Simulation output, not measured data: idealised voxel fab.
Title: Process Module voxel gate over fins
The figure presents cross-section cut, which has a width of 215 nm and is divided into square cells with an edge length of 5 nm.
In this document a cross-section is written as a grid of square cells. It is given as a series of bands, listed from the top down, and a band is one or more rows of cells. First you get the band's top height and its bottom height, in nm, and then the materials it's made of, left to right, with each width in nm. If you see a single material with "all across", that one covers the band edge to edge. "air" is empty space. Heads up on the height convention: 0 is the point under which the incoming wafer is all one material, and the lowest band has no bottom, it just keeps going down, like "0 -> down". Note: "30->40" means the width goes from the first number (top row of the band) to the second number (bottom row) in equal steps per row of cells. "nothing changed" -> step changed no cross-section cell. The entry titled "Unvented internal voids" provides the empty spaces that have no open way to the top, restricted to those of 8 cells or more. Each is presented as width x height at distance, the distance being measured from the left edge, with all three in nm. Note: text after step settings on the step line = simulator remark on that step. The line of a step may include "overlay nm". On a step with a mask, this value is how far to the right of its planned place the mask lay. A negative value means the mask lay to the left.
### Here's what the planned process steps look like
| 1 | RECEIVE with material Si |
| 2 | CONFORMAL_DEP with material SiN, thk nm 10 |
| 3 | PATTERN with tone cover, mask id FINS, material resist, width nm 15, pitch nm 40, thk nm 15, overlay nm 0 |
| 4 | DIRECTIONAL_ETCH with etch materials SiN, depth nm 10 |
| 5 | DIRECTIONAL_ETCH with etch materials Si, depth nm 40 |
| 6 | STRIP with etch materials resist |
| 7 | FILL_DEP with material SiO2, thk nm 15 |
| 8 | CMP with height nm 10 |
| 9 | SELECTIVE_ETCH with etch materials SiO2, depth nm 20 |
| 10 | STRIP with etch materials SiN |
| 11 | CONFORMAL_DEP with material HfO2, thk nm 5 |
| 12 | CONFORMAL_DEP with material TiN, thk nm 5 |
| 13 | CONFORMAL_DEP with material TiAl, thk nm 5 |
| 14 | CONFORMAL_DEP with material TiN, thk nm 5 |
| 15 | FILL_DEP with material W, thk nm 15 |
| 16 | CMP with height nm 30 |
| 17 | CONFORMAL_DEP with material SiN, thk nm 10 |
### Received-state cross-section, reflecting completion of step 1
    0 -> down: Si all across
    Unvented internal voids: none
### As-planned run: cross-section of the first of two wafers at end of module
    40 -> 30: SiN all across
    30 -> 20: W all across
    20 -> 15: 20 W / 175 TiN / 20 W
    15 -> 10: 20 W / 5 TiN / 165 TiAl / 5 TiN / 20 W
    10 -> 5: 25 TiN / 5 TiAl / 35 TiN / 5 TiAl / 35 TiN / 5 TiAl / 35 TiN / 5 TiAl / 35 TiN / 5 TiAl / 25 TiN
    5 -> 0: 30 TiAl / 5 TiN / 25 HfO2 / 5 TiN / 5 TiAl / 5 TiN / 25 HfO2 / 5 TiN / 5 TiAl / 5 TiN / 25 HfO2 / 5 TiN / 5 TiAl / 5 TiN / 25 HfO2 / 5 TiN / 30 TiAl
    0 -> -5: 35 TiN / 5 HfO2 / 15 Si / 5 HfO2 / 15 TiN / 5 HfO2 / 15 Si / 5 HfO2 / 15 TiN / 5 HfO2 / 15 Si / 5 HfO2 / 15 TiN / 5 HfO2 / 15 Si / 5 HfO2 / 35 TiN
    -5 -> -10: 40 HfO2 / 15 Si / 25 HfO2 / 15 Si / 25 HfO2 / 15 Si / 25 HfO2 / 15 Si / 40 HfO2
    -10 -> -40: 40 SiO2 / 15 Si / 25 SiO2 / 15 Si / 25 SiO2 / 15 Si / 25 SiO2 / 15 Si / 40 SiO2
    -40 -> down: Si all across
    Unvented internal voids: none
### Second of two wafers, module complete, sectioned: it shares the first wafer's start and plan but was run with one mistake
    40 -> 30: TiAl all across
    30 -> 20: W all across
    20 -> 15: 20 W / 175 TiN / 20 W
    15 -> 10: 20 W / 5 TiN / 165 TiAl / 5 TiN / 20 W
    10 -> 5: 25 TiN / 5 TiAl / 35 TiN / 5 TiAl / 35 TiN / 5 TiAl / 35 TiN / 5 TiAl / 35 TiN / 5 TiAl / 25 TiN
    5 -> 0: 30 TiAl / 5 TiN / 25 HfO2 / 5 TiN / 5 TiAl / 5 TiN / 25 HfO2 / 5 TiN / 5 TiAl / 5 TiN / 25 HfO2 / 5 TiN / 5 TiAl / 5 TiN / 25 HfO2 / 5 TiN / 30 TiAl
    0 -> -5: 35 TiN / 5 HfO2 / 15 Si / 5 HfO2 / 15 TiN / 5 HfO2 / 15 Si / 5 HfO2 / 15 TiN / 5 HfO2 / 15 Si / 5 HfO2 / 15 TiN / 5 HfO2 / 15 Si / 5 HfO2 / 35 TiN
    -5 -> -10: 40 HfO2 / 15 Si / 25 HfO2 / 15 Si / 25 HfO2 / 15 Si / 25 HfO2 / 15 Si / 40 HfO2
    -10 -> -40: 40 SiO2 / 15 Si / 25 SiO2 / 15 Si / 25 SiO2 / 15 Si / 25 SiO2 / 15 Si / 40 SiO2
    -40 -> down: Si all across
    Unvented internal voids: none
what went wrong: step 17 ran as: CONFORMAL_DEP with material TiAl, thk nm 10
It is noted that, at the conclusion of processing, the second wafer exhibits a higher or lower cell count for certain materials relative to the first: SiN: 86 fewer | TiAl: 86 more
